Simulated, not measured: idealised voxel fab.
The process module presented herein is designated voxel wiring stack.
Section cut is 165 nm wide and gridded with 5 nm square cells.
We lay out every cross-section as a grid of square cells and spell it out in bands from the top down, where one band means one or more rows of cells. Band: top and bottom heights (nm) first, top before bottom; then materials from left to right, widths in nm. "edge to edge" marks a sole material filling the band edge to edge. "empty" denotes empty space. All heights in this document are referenced to 0, defined as the level beneath which the wafer, as received, consists entirely of one material. The lowest band is not bounded below; it extends indefinitely downward and is written in the form "0 nm and below". Note: "30..40" means the width goes from the first number (top row of the band) to the second number (bottom row) in equal steps per row of cells. What does "stayed the same" mean for a step? It means no cell of the cross-section changed in that step. Any empty space of 8 cells or more lacking an open way to the top shows up in "Closed void register" as width x height at distance, distance from the left edge, in nm. If you see something after the settings on a step's line, that's the simulator's own remark about that step. overlay nm: step with mask; distance mask lay right of planned place; negative value = left of planned place.
# Process steps foreseen in the plan
| 1 | RECEIVE (material Si) |
| 2 | CONFORMAL_DEP (material SiO2; thk nm 10) |
| 3 | DIRECTIONAL_DEP (material TiN; thk nm 5) |
| 4 | DIRECTIONAL_DEP (material Ru; thk nm 25) |
| 5 | DIRECTIONAL_DEP (material aC; thk nm 15) |
| 6 | PATTERN (tone cover; mask id METAL_1; material resist; width nm 25; pitch nm 45; thk nm 35; overlay nm 0) |
| 7 | DIRECTIONAL_ETCH (etch materials aC; depth nm 15) |
| 8 | STRIP (etch materials resist) |
| 9 | DIRECTIONAL_ETCH (etch materials Ru; depth nm 25) |
| 10 | DIRECTIONAL_ETCH (etch materials TiN; depth nm 5) |
| 11 | STRIP (etch materials aC) |
| 12 | FILL_DEP (material SiO2; thk nm 5) |
| 13 | CMP (height nm 40) |
| 14 | CONFORMAL_DEP (material SiCN; thk nm 5) |
| 15 | DIRECTIONAL_DEP (material SiO2; thk nm 15) |
| 16 | DIRECTIONAL_DEP (material aC; thk nm 10) |
| 17 | PATTERN (tone open; mask id PLUG_1; material resist; width nm 15; thk nm 30; overlay nm 0) |
| 18 | DIRECTIONAL_ETCH (etch materials aC; depth nm 10) |
| 19 | STRIP (etch materials resist) |
| 20 | DIRECTIONAL_ETCH (etch materials SiO2; depth nm 15) |
| 21 | DIRECTIONAL_ETCH (etch materials SiCN; depth nm 5) |
| 22 | STRIP (etch materials aC) |
| 23 | CONFORMAL_DEP (material TiN; thk nm 5) |
| 24 | FILL_DEP (material W; thk nm 10) |
| 25 | CMP (height nm 60) |
| 26 | DIRECTIONAL_DEP (material TiN; thk nm 5) |
| 27 | DIRECTIONAL_DEP (material W; thk nm 20) |
| 28 | DIRECTIONAL_DEP (material aC; thk nm 10) |
| 29 | PATTERN (tone cover; mask id METAL_2; material resist; width nm 25; pitch nm 45; thk nm 30; overlay nm 0) |
| 30 | DIRECTIONAL_ETCH (etch materials aC; depth nm 10) |
| 31 | STRIP (etch materials resist) |
| 32 | DIRECTIONAL_ETCH (etch materials W; depth nm 20) |
| 33 | DIRECTIONAL_ETCH (etch materials TiN; depth nm 5) |
| 34 | STRIP (etch materials aC) |
| 35 | CONFORMAL_DEP (material SiCN; thk nm 5) |
| 36 | FILL_DEP (material SiO2; thk nm 5) |
| 37 | CMP (height nm 85) |
| 38 | CONFORMAL_DEP (material SiCN; thk nm 5) |
# Incoming wafer in cross-section (state: after step 1)
	0 nm and below  Si edge to edge
	Closed void register: none
# Cross-section taken at module completion on the first of two wafers; processed per the plan
	90 nm to 85 nm  SiCN edge to edge
	85 nm to 65 nm  SiO2: 40 / SiCN: 5 / W: 25 / SiCN: 5 / SiO2: 10 / SiCN: 5 / W: 25 / SiCN: 5 / SiO2: 45
	65 nm to 60 nm  SiCN: 45 / TiN: 25 / SiCN: 20 / TiN: 25 / SiCN: 50
	60 nm to 45 nm  SiO2: 45 / TiN: 5 / W: 5 / TiN: 5 / SiO2: 105
	45 nm to 40 nm  SiCN: 45 / TiN: 15 / SiCN: 105
	40 nm to 15 nm  SiO2: 45 / Ru: 25 / SiO2: 20 / Ru: 25 / SiO2: 50
	15 nm to 10 nm  SiO2: 45 / TiN: 25 / SiO2: 20 / TiN: 25 / SiO2: 50
	10 nm to 0 nm  SiO2 edge to edge
	0 nm and below  Si edge to edge
	Closed void register: none
# Wafer two (of two), end-of-module cross-section: start = wafer one, plan = wafer one, one run mistake
	90 nm to 85 nm  SiCN edge to edge
	85 nm to 65 nm  SiO2: 40 / SiCN: 5 / W: 25 / SiCN: 5 / SiO2: 10 / SiCN: 5 / W: 25 / SiCN: 5 / SiO2: 45
	65 nm to 60 nm  SiCN: 45 / TiN: 25 / SiCN: 20 / TiN: 25 / SiCN: 50
	60 nm to 45 nm  SiO2: 45 / TiN: 5 / W: 5 / TiN: 5 / SiO2: 105
	45 nm to 40 nm  SiCN: 45 / TiN: 15 / SiCN: 105
	40 nm to 35 nm  SiO2 edge to edge
	35 nm to 10 nm  SiO2: 45 / Ru: 25 / SiO2: 20 / Ru: 25 / SiO2: 50
	10 nm to 0 nm  SiO2 edge to edge
	0 nm and below  Si edge to edge
	Closed void register: none
So what did we get wrong on this run? step 3 in the plan did not get run; it was skipped
FYI, end of process, the second wafer has more or fewer cells of some materials than the first: 10 more of SiO2; 10 fewer of TiN
